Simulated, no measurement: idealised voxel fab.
A process module follows: voxel ribs on slabs.
Cross-sectional view cut (width: 210 nm; square cell size: 5 nm).
We lay out every cross-section as a grid of square cells and spell it out in bands from the top down, where one band means one or more rows of cells. The entry gives the band's vertical extent as a top height and a bottom height in nm, then its horizontal make-up as materials from left to right, each with a width in nm. "blank" stands for empty space; a single material marked "edge to edge" fills the band edge to edge. Height is counted from the level 0, under which the received wafer is composed throughout of one material. The lowest of the bands is not closed at the bottom but continues downward, in the notation "0 nm and below". A width such as "30..40" changes by the same amount from each row of cells to the next, from the band's top row to its bottom row. Basically "no change" means that step didn't change any cell in the cross-section. Empty spaces counting at least 8 cells and having no open way to the top are listed in "Closed cavities". The notation width x height at distance is used for each, the distance being from the left edge and all three values in nm. Step line, after settings: the simulator's comment on this step. The line of a step may include "overlay nm". On a step with a mask, this value is how far to the right of its planned place the mask lay. A negative value means the mask lay to the left.

Steps in the process plan:
- 1: RECEIVE | material Si
- 2: DIRECTIONAL_DEP | material SiO2 | thk nm 20
- 3: DIRECTIONAL_DEP | material polySi | thk nm 15
- 4: PATTERN | tone cover | mask id RIB | material resist | width nm 15 | thk nm 15 | overlay nm 0
- 5: DIRECTIONAL_ETCH | etch materials polySi | depth nm 10
- 6: STRIP | etch materials resist
- 7: MASKED_ETCH | tone cover | mask id SLAB | width nm 65 | etch materials polySi | depth nm 5 | overlay nm 0
- 8: FILL_DEP | material SiO2 | thk nm 15
- 9: CMP | height nm 45
- 10: DIRECTIONAL_DEP | material W | thk nm 10
- 11: DIRECTIONAL_DEP | material aC | thk nm 10
- 12: PATTERN | tone cover | mask id HEATER | material resist | width nm 25 | thk nm 25 | overlay nm 0
- 13: DIRECTIONAL_ETCH | etch materials aC | depth nm 10
- 14: STRIP | etch materials resist
- 15: DIRECTIONAL_ETCH | etch materials W | depth nm 10
- 16: STRIP | etch materials aC
- 17: CONFORMAL_DEP | material SiN | thk nm 5

The cross-section here shows the wafer as received, i.e. in its state after step 1:
0 nm and below | Si edge to edge
Closed cavities: none

The cross-section shown corresponds to the wafer at the conclusion of the module. The initial structure and the process plan are those presented above; however, one mistake occurred in executing the plan:
60 nm to 55 nm | 85 of blank, then 35 of SiN, then 90 of blank
55 nm to 50 nm | 85 of blank, then 5 of SiN, then 25 of W, then 5 of SiN, then 90 of blank
50 nm to 45 nm | 90 of SiN, then 25 of W, then 95 of SiN
45 nm to 35 nm | SiO2 edge to edge
35 nm to 25 nm | 90 of SiO2, then 15 of polySi, then 105 of SiO2
25 nm to 20 nm | 70 of SiO2, then 65 of polySi, then 75 of SiO2
20 nm to 0 nm | SiO2 edge to edge
0 nm and below | Si edge to edge
Closed cavities: none
Where did the run depart from the plan? step 4 was not run as planned; what actually ran was PATTERN | tone cover | mask id RIB | material resist | width nm 15 | thk nm 15 | overlay nm -5
